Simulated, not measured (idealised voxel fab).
process module | voxel self aligned vias
cross-section cut | 170 nm wide | cells 5 nm
A cross-section is a grid of square cells, given in bands from the top down. A band is one or more rows of cells.
Each band's line starts with the height of the band's top and of its bottom, in nm. Then come its materials from left to right, each with its width in nm. One material with "throughout" fills the band from edge to edge. "air" is empty space.
Height 0 is the level under which the wafer as received is all one material. The lowest band goes on downwards, as in "0 down".
A width such as "30 to 40" changes by the same amount from each row of cells to the next, from the band's top row to its bottom row.
"no change" after a step means that no cell of the cross-section changed.
closed voids: empty space of 8 cells or more with no open way to the top, each as width x height at its distance from the left edge, in nm
after a step's settings: what the simulator itself notes on the step
overlay nm, on a step with a mask: how far to the right of its planned place the mask lay; to the left if negative
plan
1 op RECEIVE | material Si
2 op CONFORMAL_DEP | material SiO2 | thk nm 15
3 op CONFORMAL_DEP | material SiCN | thk nm 5
4 op DIRECTIONAL_DEP | material lowk | thk nm 30
5 op MASKED_ETCH | tone open | mask id LINES | width nm 20 | pitch nm 50 | etch materials lowk | depth nm 30 | overlay nm 0
6 op CONFORMAL_DEP | material TiN | thk nm 5
7 op FILL_DEP | material Ru | thk nm 10
8 op CMP | height nm 50
9 op SELECTIVE_ETCH | etch materials W Ru TiN | depth nm 5
10 op FILL_DEP | material SiN | thk nm 10
11 op CMP | height nm 50
12 op DIRECTIONAL_DEP | material lowk | thk nm 15
13 op MASKED_ETCH | tone open | mask id VIAS | width nm 30 | pitch nm 50 | etch materials lowk | depth nm 15 | overlay nm 0
14 op MASKED_ETCH | tone open | mask id VIAS | width nm 30 | pitch nm 50 | etch materials SiN | depth nm 5 | overlay nm 0
15 op CONFORMAL_DEP | material TiN | thk nm 5
16 op FILL_DEP | material Cu | thk nm 5
17 op CMP | height nm 65
18 op CONFORMAL_DEP | material SiN | thk nm 5
as received, after step 1
  0 down: Si throughout
  closed voids: none
first wafer at the end, as planned
  70 to 65: SiN throughout
  65 to 55: lowk 45 | TiN 5 | Cu 20 | TiN 5 | lowk 20 | TiN 5 | Cu 20 | TiN 5 | lowk 45
  55 to 50: lowk 45 | TiN 10 | Cu 10 | TiN 10 | lowk 20 | TiN 10 | Cu 10 | TiN 10 | lowk 45
  50 to 45: lowk 50 | TiN 20 | lowk 30 | TiN 20 | lowk 50
  45 to 25: lowk 50 | TiN 5 | Ru 10 | TiN 5 | lowk 30 | TiN 5 | Ru 10 | TiN 5 | lowk 50
  25 to 20: lowk 50 | TiN 20 | lowk 30 | TiN 20 | lowk 50
  20 to 15: SiCN throughout
  15 to 0: SiO2 throughout
  0 down: Si throughout
  closed voids: none
second wafer at the end: like start, like plan, one mistake
  70 to 65: SiN throughout
  65 to 55: Cu 40 | TiN 5 | lowk 30 | TiN 5 | Cu 10 | TiN 5 | lowk 30 | TiN 5 | Cu 40
  55 to 50: TiN 45 | lowk 30 | TiN 20 | lowk 30 | TiN 45
  50 to 45: lowk 50 | SiN 20 | lowk 30 | SiN 20 | lowk 50
  45 to 25: lowk 50 | TiN 5 | Ru 10 | TiN 5 | lowk 30 | TiN 5 | Ru 10 | TiN 5 | lowk 50
  25 to 20: lowk 50 | TiN 20 | lowk 30 | TiN 20 | lowk 50
  20 to 15: SiCN throughout
  15 to 0: SiO2 throughout
  0 down: Si throughout
  closed voids: none
what went wrong: step 13 ran as: op MASKED_ETCH | tone cover | mask id VIAS | width nm 30 | pitch nm 50 | etch materials lowk | depth nm 15 | overlay nm 0
at the end the second wafer has, in cells: 16 more of Cu | 8 more of SiN | 6 more of TiN | 30 fewer of lowk
